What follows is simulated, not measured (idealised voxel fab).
process module | voxel gate over fins
cross-section cut | 250 nm wide | cells 5 nm
A cross-section is a grid of square cells, given in bands from the top down. A band is one or more rows of cells.
Each band's line starts with the height of the band's top and of its bottom, in nm. Then come its materials from left to right, each with its width in nm. One material with "throughout" fills the band from edge to edge. "air" is empty space.
Height 0 is the level under which the wafer as received is all one material. The lowest band goes on downwards, as in "0 down".
A width such as "30 to 40" changes by the same amount from each row of cells to the next, from the band's top row to its bottom row.
"no change" after a step means that no cell of the cross-section changed.
closed voids: empty space of 8 cells or more with no open way to the top, each as width x height at its distance from the left edge, in nm
after a step's settings: what the simulator itself notes on the step
overlay nm, on a step with a mask: how far to the right of its planned place the mask lay; to the left if negative
plan
1 op RECEIVE | material Si
2 op CONFORMAL_DEP | material SiN | thk nm 10
3 op DIRECTIONAL_DEP | material aC | thk nm 15
4 op PATTERN | tone cover | mask id FINS | material resist | width nm 15 | pitch nm 35 | thk nm 30 | overlay nm 0
5 op DIRECTIONAL_ETCH | etch materials aC | depth nm 15
6 op STRIP | etch materials resist
7 op DIRECTIONAL_ETCH | etch materials SiN | depth nm 10
8 op DIRECTIONAL_ETCH | etch materials Si | depth nm 40
9 op STRIP | etch materials aC
10 op FILL_DEP | material SiO2 | thk nm 15
11 op CMP | height nm 10
12 op SELECTIVE_ETCH | etch materials SiO2 | depth nm 25
13 op STRIP | etch materials SiN
14 op CONFORMAL_DEP | material HfO2 | thk nm 5
15 op CONFORMAL_DEP | material TiN | thk nm 5
16 op CONFORMAL_DEP | material TiAl | thk nm 5
17 op CONFORMAL_DEP | material TiN | thk nm 5
18 op FILL_DEP | material W | thk nm 15
19 op CMP | height nm 30
20 op CONFORMAL_DEP | material SiN | thk nm 5
as received, after step 1
  0 down: Si throughout
  closed voids: none
a wafer at the end: this start, this plan, one mistake
  35 to 30: SiN throughout
  30 to 15: W throughout
  15 to 5: W 85 | TiN 80 | W 85
  5 to 0: W 85 | TiN 10 | HfO2 25 | TiN 10 | HfO2 25 | TiN 10 | W 85
  0 to -10: TiN 95 | HfO2 5 | Si 15 | HfO2 5 | TiN 10 | HfO2 5 | Si 15 | HfO2 5 | TiN 95
  -10 to -15: HfO2 100 | Si 15 | HfO2 20 | Si 15 | HfO2 100
  -15 to -40: SiO2 100 | Si 15 | SiO2 20 | Si 15 | SiO2 100
  -40 down: Si throughout
  closed voids: none
what went wrong: step 16 was left out
